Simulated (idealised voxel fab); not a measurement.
Title: Process Module voxel self aligned vias
This is section cut - it's 225 nm across, gridded in 5 nm square cells.
Cross-section = grid of square cells, listed top down in bands; band = one or more rows.
Band: top and bottom heights (nm) first, top before bottom; then materials from left to right, widths in nm. "everywhere" marks a sole material filling the band edge to edge. "empty" denotes empty space.
Beneath 0, the wafer as received is one material, and that level is where height counting begins. The lowest band goes on downward without a bottom; it is written like "top 0, no bottom".
The notation "30 to 40" denotes a width that varies across the rows of cells in the band, beginning at the first number in the top row, finishing at the second number in the bottom row, and changing by an identical amount from each row to the next.
Take "same as before" at face value: in the step it is given for, the cross-section changed in none of its cells.
Under "Trapped voids" you'll find the enclosed gaps, the ones with no way out to the top, that are 8 cells or bigger; each reads width x height at distance, with distance counted from the left edge, everything in nm.
Post-settings text on a step line: simulator's own remark regarding the step.
What "overlay nm" on a step's line means: if the step has a mask, that mask lay this far to the right of its planned place, or, when the value is negative, to the left.
**Intended process steps**
- 1: RECEIVE: material Si
- 2: CONFORMAL_DEP: material SiO2, thk nm 10
- 3: CONFORMAL_DEP: material SiCN, thk nm 5
- 4: DIRECTIONAL_DEP: material lowk, thk nm 30
- 5: MASKED_ETCH: tone open, mask id LINES, width nm 30, pitch nm 70, etch materials lowk, depth nm 30, overlay nm 0
- 6: CONFORMAL_DEP: material TiN, thk nm 5
- 7: FILL_DEP: material W, thk nm 10
- 8: CMP: height nm 45
- 9: SELECTIVE_ETCH: etch materials W Ru TiN, depth nm 10
- 10: FILL_DEP: material SiN, thk nm 10
- 11: CMP: height nm 45
- 12: DIRECTIONAL_DEP: material lowk, thk nm 15
- 13: MASKED_ETCH: tone open, mask id VIAS, width nm 40, pitch nm 70, etch materials lowk, depth nm 15, overlay nm 0
- 14: MASKED_ETCH: tone open, mask id VIAS, width nm 40, pitch nm 70, etch materials SiN, depth nm 10, overlay nm 0
- 15: CONFORMAL_DEP: material TiN, thk nm 5
- 16: FILL_DEP: material W, thk nm 5
- 17: CMP: height nm 60
- 18: CONFORMAL_DEP: material SiCN, thk nm 5
**The first of the two wafers, which ran as planned**
**Incoming wafer in cross-section (state: after step 1)**
> top 0, no bottom: Si everywhere
> Trapped voids: none
**Cross-sectional representation of the wafer at the conclusion of step 2**
> top 10, bottom 0: SiO2 everywhere
> Note: structure below 0 unchanged.
**Cross-sectional representation of the wafer at the conclusion of step 3**
> top 15, bottom 10: SiCN everywhere
> Note: structure below 10 unchanged.
**Cross-sectional representation of the wafer at the conclusion of step 4**
> top 45, bottom 15: lowk everywhere
> Note: structure below 15 unchanged.
**Cross-sectional representation of the wafer at the conclusion of step 5**
> top 45, bottom 15: lowk 60, empty 30, lowk 40, empty 30, lowk 65
> Note: structure below 15 unchanged.
**Cross-sectional representation of the wafer at the conclusion of step 6**
> top 50, bottom 45: TiN 65, empty 20, TiN 50, empty 20, TiN 70
> top 45, bottom 20: lowk 60, TiN 5, empty 20, TiN 5, lowk 40, TiN 5, empty 20, TiN 5, lowk 65
> top 20, bottom 15: lowk 60, TiN 30, lowk 40, TiN 30, lowk 65
> Note: structure below 15 unchanged.
**Cross-sectional representation of the wafer at the conclusion of step 7**
> top 60, bottom 50: W everywhere
> top 50, bottom 45: TiN 65, W 20, TiN 50, W 20, TiN 70
> top 45, bottom 20: lowk 60, TiN 5, W 20, TiN 5, lowk 40, TiN 5, W 20, TiN 5, lowk 65
> Note: structure below 20 unchanged.
**Cross-sectional representation of the wafer at the conclusion of step 8**
> top 45, bottom 20: lowk 60, TiN 5, W 20, TiN 5, lowk 40, TiN 5, W 20, TiN 5, lowk 65
> Note: structure below 20 unchanged.
**Cross-sectional representation of the wafer at the conclusion of step 9**
> top 45, bottom 35: lowk 60, empty 30, lowk 40, empty 30, lowk 65
> Note: structure below 35 unchanged.
**Cross-sectional representation of the wafer at the conclusion of step 10**
> top 55, bottom 45: SiN everywhere
> top 45, bottom 35: lowk 60, SiN 30, lowk 40, SiN 30, lowk 65
> Note: structure below 35 unchanged.
**Cross-sectional representation of the wafer at the conclusion of step 11**
> top 45, bottom 35: lowk 60, SiN 30, lowk 40, SiN 30, lowk 65
> Note: structure below 35 unchanged.
**Cross-sectional representation of the wafer at the conclusion of step 12**
> top 60, bottom 45: lowk everywhere
> Note: structure below 45 unchanged.
**Cross-sectional representation of the wafer at the conclusion of step 13**
> top 60, bottom 45: lowk 55, empty 40, lowk 30, empty 40, lowk 60
> Note: structure below 45 unchanged.
**Cross-sectional representation of the wafer at the conclusion of step 14**
> top 60, bottom 45: lowk 55, empty 40, lowk 30, empty 40, lowk 60
> top 45, bottom 35: lowk 60, empty 30, lowk 40, empty 30, lowk 65
> Note: structure below 35 unchanged.
**Cross-sectional representation of the wafer at the conclusion of step 15**
> top 65, bottom 60: TiN 60, empty 30, TiN 40, empty 30, TiN 65
> top 60, bottom 50: lowk 55, TiN 5, empty 30, TiN 5, lowk 30, TiN 5, empty 30, TiN 5, lowk 60
> top 50, bottom 40: lowk 55 to 60, TiN 10 to 5, empty 20, TiN 10 to 5, lowk 30 to 40, TiN 10 to 5, empty 20, TiN 10 to 5, lowk 60 to 65
> top 40, bottom 35: lowk 60, TiN 30, lowk 40, TiN 30, lowk 65
> Note: structure below 35 unchanged.
**Cross-sectional representation of the wafer at the conclusion of step 16**
> top 70, bottom 65: W everywhere
> top 65, bottom 60: TiN 60, W 30, TiN 40, W 30, TiN 65
> top 60, bottom 50: lowk 55, TiN 5, W 30, TiN 5, lowk 30, TiN 5, W 30, TiN 5, lowk 60
> top 50, bottom 40: lowk 55 to 60, TiN 10 to 5, W 20, TiN 10 to 5, lowk 30 to 40, TiN 10 to 5, W 20, TiN 10 to 5, lowk 60 to 65
> Note: structure below 40 unchanged.
**Cross-sectional representation of the wafer at the conclusion of step 17**
> top 60, bottom 50: lowk 55, TiN 5, W 30, TiN 5, lowk 30, TiN 5, W 30, TiN 5, lowk 60
> Note: structure below 50 unchanged.
**Cross-sectional representation of the wafer at the conclusion of step 18**
> top 65, bottom 60: SiCN everywhere
> Note: structure below 60 unchanged.
**It is to be noted that the second wafer proceeded from the same initial state and according to the same plan as the first, although one mistake was committed in its execution; through step 11, inclusive, the two wafers share an identical history**
**Cross-section: second wafer, time at which step 12 was scheduled to end**
> top 60, bottom 45: SiO2 everywhere
> Note: structure below 45 unchanged.
Cross-section: second wafer, time at which step 13 was scheduled to end: same as before
Cross-section: second wafer, time at which step 14 was scheduled to end: same as before
**Cross-section: second wafer, time at which step 15 was scheduled to end**
> top 65, bottom 60: TiN everywhere
> Note: structure below 60 unchanged.
**Cross-section: second wafer, time at which step 16 was scheduled to end**
> top 70, bottom 65: W everywhere
> Note: structure below 65 unchanged.
**Cross-section: second wafer, time at which step 17 was scheduled to end**
> top 60, bottom 45: SiO2 everywhere
> Note: structure below 45 unchanged.
**Cross-section: second wafer, time at which step 18 was scheduled to end**
> top 65, bottom 60: SiCN everywhere
> Note: structure below 60 unchanged.
What went wrong in running the wafer? heads up, step 12 didn't go per plan, it actually ran as DIRECTIONAL_DEP: material SiO2, thk nm 15
Materials where the second wafer ends with more or fewer cells than the first: +24 SiN; +135 SiO2; -32 TiN; -40 W; -87 lowk
